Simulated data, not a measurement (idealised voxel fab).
This is a process module. Its name is voxel capacitor over wiring.
Cross-section cut: width 225 nm, square cells of 5 nm.
In this document a cross-section is written as a grid of square cells. It is given as a series of bands, listed from the top down, and a band is one or more rows of cells.
Top, bottom (nm), then materials left to right with widths (nm); lone material tagged "all across" fills the whole band edge to edge; "blank" = empty space.
Heights from 0 (as-received wafer is one material below). Bottom band endless downward, as "0 nm and below".
Top row gets the first number, bottom row gets the second, and each row in between changes by the same step: that is how a band width like "30..40" works.
"no alterations made", as given for a step, is the statement that not any cell of the cross-section underwent a change during that step.
Empty spaces without an open route to the top, at least 8 cells in extent, make up the entry "Fully closed voids"; each is given as width x height at distance, where the distance is measured from the left edge, and all are in nm.
Note: text after step settings on the step line = simulator remark on that step.
overlay nm: mask right of planned place by this much (step with mask). Neg. = left.
The following list gives the planned process steps:
1) RECEIVE (material Si)
2) CONFORMAL_DEP (material SiO2; thk nm 15)
3) CONFORMAL_DEP (material SiCN; thk nm 5)
4) DIRECTIONAL_DEP (material SiO2; thk nm 20)
5) PATTERN (tone open; mask id METAL_1; material resist; width nm 30; pitch nm 95; thk nm 15; overlay nm 0)
6) DIRECTIONAL_ETCH (etch materials SiO2; depth nm 20)
7) DIRECTIONAL_ETCH (etch materials SiCN; depth nm 5)
8) STRIP (etch materials resist)
9) CONFORMAL_DEP (material TiN; thk nm 5)
10) FILL_DEP (material Cu; thk nm 10)
11) CMP (height nm 40)
12) EPI (material Ru; thk nm 5)
13) FILL_DEP (material SiCN; thk nm 5)
14) DIRECTIONAL_DEP (material lowk; thk nm 15)
15) MASKED_ETCH (tone open; mask id PLUG_1; width nm 15; etch materials lowk; depth nm 15; overlay nm 0)
16) MASKED_ETCH (tone open; mask id PLUG_1; width nm 15; etch materials SiCN; depth nm 5; overlay nm 0)
17) CONFORMAL_DEP (material TiN; thk nm 5)
18) FILL_DEP (material Ru; thk nm 10)
19) CMP (height nm 65)
20) DIRECTIONAL_DEP (material TiN; thk nm 5)
21) DIRECTIONAL_DEP (material SiN; thk nm 5)
22) DIRECTIONAL_DEP (material TiN; thk nm 10)
23) PATTERN (tone cover; mask id UPPER_PLATE; material resist; width nm 70; thk nm 15; overlay nm -15)
24) DIRECTIONAL_ETCH (etch materials TiN; depth nm 10)
25) DIRECTIONAL_ETCH (etch materials SiN; depth nm 5)
26) STRIP (etch materials resist)
27) PATTERN (tone cover; mask id LOWER_PLATE; material resist; width nm 80; thk nm 20; overlay nm 0)
28) DIRECTIONAL_ETCH (etch materials TiN; depth nm 5)
29) STRIP (etch materials resist)
30) FILL_DEP (material SiO2; thk nm 20)
31) CMP (height nm 100)
32) DIRECTIONAL_DEP (material aC; thk nm 10)
33) PATTERN (tone open; mask id PLUG_2; material resist; width nm 15; thk nm 30; overlay nm 0)
34) DIRECTIONAL_ETCH (etch materials aC; depth nm 10)
35) STRIP (etch materials resist)
36) DIRECTIONAL_ETCH (etch materials SiO2; depth nm 15)
37) STRIP (etch materials aC)
38) CONFORMAL_DEP (material TiN; thk nm 5)
39) FILL_DEP (material W; thk nm 5)
40) CMP (height nm 100)
41) CONFORMAL_DEP (material SiCN; thk nm 5)
Keep in mind the plan's value for the overlay nm of step 23 comes from the first wafer; the wafers don't share that setting, but they do share the same starting point.
The first of several wafers, as received after step 1, seen in section:
    0 nm and below: Si all across
    Fully closed voids: none
End of module, by wafer: material-by-material cell gain (+) or loss (-) since receipt, then closed voids:
overlay nm -15; +32 Cu; +19 Ru; +149 SiCN; +14 SiN; +515 SiO2; +88 TiN; +2 W; +126 lowk; Fully closed voids: none
overlay nm -10; +32 Cu; +19 Ru; +149 SiCN; +14 SiN; +515 SiO2; +88 TiN; +2 W; +126 lowk; Fully closed voids: none
overlay nm -5; +32 Cu; +19 Ru; +149 SiCN; +14 SiN; +515 SiO2; +88 TiN; +2 W; +126 lowk; Fully closed voids: none
overlay nm 0; +32 Cu; +19 Ru; +149 SiCN; +14 SiN; +515 SiO2; +88 TiN; +2 W; +126 lowk; Fully closed voids: none
overlay nm 5; +32 Cu; +19 Ru; +149 SiCN; +14 SiN; +515 SiO2; +88 TiN; +2 W; +126 lowk; Fully closed voids: none
overlay nm 10; +32 Cu; +19 Ru; +149 SiCN; +14 SiN; +515 SiO2; +88 TiN; +2 W; +126 lowk; Fully closed voids: none
overlay nm 15; +32 Cu; +19 Ru; +149 SiCN; +14 SiN; +515 SiO2; +88 TiN; +2 W; +126 lowk; Fully closed voids: none
